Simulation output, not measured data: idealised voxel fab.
process module | voxel self aligned vias
cross-section cut | 165 nm wide | cells 5 nm
A cross-section is a grid of square cells, given in bands from the top down. A band is one or more rows of cells.
Each band's line starts with the height of the band's top and of its bottom, in nm. Then come its materials from left to right, each with its width in nm. One material with "throughout" fills the band from edge to edge. "air" is empty space.
Height 0 is the level under which the wafer as received is all one material. The lowest band goes on downwards, as in "0 down".
A width such as "30 to 40" changes by the same amount from each row of cells to the next, from the band's top row to its bottom row.
"no change" after a step means that no cell of the cross-section changed.
closed voids: empty space of 8 cells or more with no open way to the top, each as width x height at its distance from the left edge, in nm
after a step's settings: what the simulator itself notes on the step
overlay nm, on a step with a mask: how far to the right of its planned place the mask lay; to the left if negative
plan
1 op RECEIVE | material Si
2 op CONFORMAL_DEP | material SiO2 | thk nm 15
3 op CONFORMAL_DEP | material SiCN | thk nm 5
4 op DIRECTIONAL_DEP | material lowk | thk nm 30
5 op PATTERN | tone open | mask id LINES | material resist | width nm 30 | pitch nm 80 | thk nm 20 | overlay nm 0
6 op DIRECTIONAL_ETCH | etch materials lowk | depth nm 30
7 op STRIP | etch materials resist
8 op CONFORMAL_DEP | material TiN | thk nm 5
9 op FILL_DEP | material W | thk nm 10
10 op CMP | height nm 50
11 op SELECTIVE_ETCH | etch materials W Ru TiN | depth nm 10
12 op FILL_DEP | material SiN | thk nm 5
13 op CMP | height nm 50
14 op DIRECTIONAL_DEP | material lowk | thk nm 20
15 op DIRECTIONAL_DEP | material aC | thk nm 10
16 op PATTERN | tone open | mask id VIAS | material resist | width nm 50 | pitch nm 80 | thk nm 30 | overlay nm 0
17 op DIRECTIONAL_ETCH | etch materials aC | depth nm 10
18 op STRIP | etch materials resist
19 op DIRECTIONAL_ETCH | etch materials lowk | depth nm 20
20 op DIRECTIONAL_ETCH | etch materials SiN | depth nm 10
21 op STRIP | etch materials aC
22 op CONFORMAL_DEP | material TiN | thk nm 5
23 op FILL_DEP | material W | thk nm 10
24 op CMP | height nm 70
25 op CONFORMAL_DEP | material SiCN | thk nm 5
as received, after step 1
  0 down: Si throughout
  closed voids: none
a wafer at the end: this start, this plan, one mistake
  75 to 70: SiCN throughout
  70 to 50: SiO2 throughout
  50 to 40: lowk 25 | SiN 30 | lowk 50 | SiN 30 | lowk 30
  40 to 25: lowk 25 | TiN 5 | W 20 | TiN 5 | lowk 50 | TiN 5 | W 20 | TiN 5 | lowk 30
  25 to 20: lowk 25 | TiN 30 | lowk 50 | TiN 30 | lowk 30
  20 to 15: SiCN throughout
  15 to 0: SiO2 throughout
  0 down: Si throughout
  closed voids: none
what went wrong: step 14 ran as: op DIRECTIONAL_DEP | material SiO2 | thk nm 20
